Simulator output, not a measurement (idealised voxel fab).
Documented hereafter: the process module known as voxel wiring stack.
cross-section cut | 285 nm wide | cells 5 nm
Format of a cross-section: grid, square cells. Given as bands. Order: top down. Band: one or more rows of cells.
Band: top height; bottom height; in nm. Then, left to right: material with width in nm, for each material. "throughout": a single material spanning edge to edge. "empty": empty space.
Heights are measured from 0, the level below which the as-received wafer is all one material; the lowest band has no bottom and continues downward, written as in "from 0 down".
Note: "30->40" means the width goes from the first number (top row of the band) to the second number (bottom row) in equal steps per row of cells.
Any step labelled "nothing changed" changed none of the cells in the cross-section.
Look at "Sealed voids" for the closed voids: empty spaces with no open path to the top, sized 8 cells or up. Each is width x height at distance, distance from the left edge, all nm.
What comes after the settings on a step's line is commentary from the simulator itself on that step.
"overlay nm", when on a step's line for a step with a mask, measures how far to the right of its planned place the mask lay; a negative measure means to the left.
[Planned process steps]
1) RECEIVE (material Si)
2) CONFORMAL_DEP (material SiO2; thk nm 15)
3) DIRECTIONAL_DEP (material TiN; thk nm 5)
4) DIRECTIONAL_DEP (material Ru; thk nm 15)
5) MASKED_ETCH (tone cover; mask id METAL_1; width nm 20; pitch nm 40; etch materials Ru; depth nm 15; overlay nm 0)
6) MASKED_ETCH (tone cover; mask id METAL_1; width nm 20; pitch nm 40; etch materials TiN; depth nm 5; overlay nm 0)
7) CONFORMAL_DEP (material SiN; thk nm 5)
8) FILL_DEP (material SiO2; thk nm 5)
9) CMP (height nm 35)
10) CONFORMAL_DEP (material SiCN; thk nm 5)
11) DIRECTIONAL_DEP (material SiO2; thk nm 30)
12) MASKED_ETCH (tone open; mask id METAL_2; width nm 20; pitch nm 40; etch materials SiO2; depth nm 10; overlay nm 0)
13) MASKED_ETCH (tone open; mask id METAL_2_HOLES; width nm 15; pitch nm 40; etch materials SiO2; depth nm 10; overlay nm 0)
14) MASKED_ETCH (tone open; mask id METAL_2_HOLES; width nm 15; pitch nm 40; etch materials SiCN; depth nm 5; overlay nm 0)
15) CONFORMAL_DEP (material TiN; thk nm 5)
16) FILL_DEP (material Ru; thk nm 10)
17) CMP (height nm 70)
18) CONFORMAL_DEP (material SiCN; thk nm 5)
The value of depth nm given for step 12 in the plan refers to the first wafer; the wafers vary in this setting and are alike at the start.
[First of several wafers (as received, post step 1), cross-sectional view]
* from 0 down: Si throughout
* Sealed voids: none
[Cross-sectional representation of the first of several wafers at the end of the module, i.e. after its terminal step, step 18]
* from 75 to 70: SiCN throughout
* from 70 to 60: 70 of SiO2, then 5 of TiN, then 10->5 of Ru, then 5->10 of TiN, then 20 of SiO2, then 5 of TiN, then 10->5 of Ru, then 5->10 of TiN, then 20 of SiO2, then 5 of TiN, then 10->5 of Ru, then 5->10 of TiN, then 20 of SiO2, then 5 of TiN, then 10->5 of Ru, then 5->10 of TiN, then 75 of SiO2
* from 60 to 55: 70 of SiO2, then 5 of TiN, then 5 of Ru, then 5 of TiN, then 25 of SiO2, then 5 of TiN, then 5 of Ru, then 5 of TiN, then 25 of SiO2, then 5 of TiN, then 5 of Ru, then 5 of TiN, then 25 of SiO2, then 5 of TiN, then 5 of Ru, then 5 of TiN, then 80 of SiO2
* from 55 to 50: 70 of SiO2, then 15 of TiN, then 25 of SiO2, then 15 of TiN, then 25 of SiO2, then 15 of TiN, then 25 of SiO2, then 15 of TiN, then 80 of SiO2
* from 50 to 40: SiO2 throughout
* from 40 to 35: SiCN throughout
* from 35 to 20: 65 of SiO2, then 5 of SiN, then 20 of Ru, then 5 of SiN, then 10 of SiO2, then 5 of SiN, then 20 of Ru, then 5 of SiN, then 10 of SiO2, then 5 of SiN, then 20 of Ru, then 5 of SiN, then 10 of SiO2, then 5 of SiN, then 20 of Ru, then 5 of SiN, then 70 of SiO2
* from 20 to 15: 70 of SiN, then 20 of TiN, then 20 of SiN, then 20 of TiN, then 20 of SiN, then 20 of TiN, then 20 of SiN, then 20 of TiN, then 75 of SiN
* from 15 to 0: SiO2 throughout
* from 0 down: Si throughout
* Sealed voids: none
[Last-wafer cross-section at the end of the module]
* from 75 to 70: SiCN throughout
* from 70 to 45: 70 of SiO2, then 5 of TiN, then 10 of Ru, then 5 of TiN, then 20 of SiO2, then 5 of TiN, then 10 of Ru, then 5 of TiN, then 20 of SiO2, then 5 of TiN, then 10 of Ru, then 5 of TiN, then 20 of SiO2, then 5 of TiN, then 10 of Ru, then 5 of TiN, then 75 of SiO2
* from 45 to 40: 70 of SiO2, then 5 of TiN, then 5 of Ru, then 10 of TiN, then 20 of SiO2, then 5 of TiN, then 5 of Ru, then 10 of TiN, then 20 of SiO2, then 5 of TiN, then 5 of Ru, then 10 of TiN, then 20 of SiO2, then 5 of TiN, then 5 of Ru, then 10 of TiN, then 75 of SiO2
* from 40 to 35: 70 of SiCN, then 15 of TiN, then 25 of SiCN, then 15 of TiN, then 25 of SiCN, then 15 of TiN, then 25 of SiCN, then 15 of TiN, then 80 of SiCN
* from 35 to 20: 65 of SiO2, then 5 of SiN, then 20 of Ru, then 5 of SiN, then 10 of SiO2, then 5 of SiN, then 20 of Ru, then 5 of SiN, then 10 of SiO2, then 5 of SiN, then 20 of Ru, then 5 of SiN, then 10 of SiO2, then 5 of SiN, then 20 of Ru, then 5 of SiN, then 70 of SiO2
* from 20 to 15: 70 of SiN, then 20 of TiN, then 20 of SiN, then 20 of TiN, then 20 of SiN, then 20 of TiN, then 20 of SiN, then 20 of TiN, then 75 of SiN
* from 15 to 0: SiO2 throughout
* from 0 down: Si throughout
* Sealed voids: none
[Where each wafer stands at the end of the module, a row apiece: cells of each material gained (+) or lost (-) since it was received, then closed voids]
depth nm 10; +64 Ru; +114 SiCN; +65 SiN; +556 SiO2; +56 TiN; Sealed voids: none
depth nm 15; +72 Ru; +114 SiCN; +65 SiN; +540 SiO2; +64 TiN; Sealed voids: none
depth nm 20; +84 Ru; +102 SiCN; +65 SiN; +524 SiO2; +80 TiN; Sealed voids: none
depth nm 25; +88 Ru; +102 SiCN; +65 SiN; +520 SiO2; +80 TiN; Sealed voids: none
depth nm 30; +92 Ru; +102 SiCN; +65 SiN; +516 SiO2; +80 TiN; Sealed voids: none
depth nm 35; +92 Ru; +102 SiCN; +65 SiN; +516 SiO2; +80 TiN; Sealed voids: none
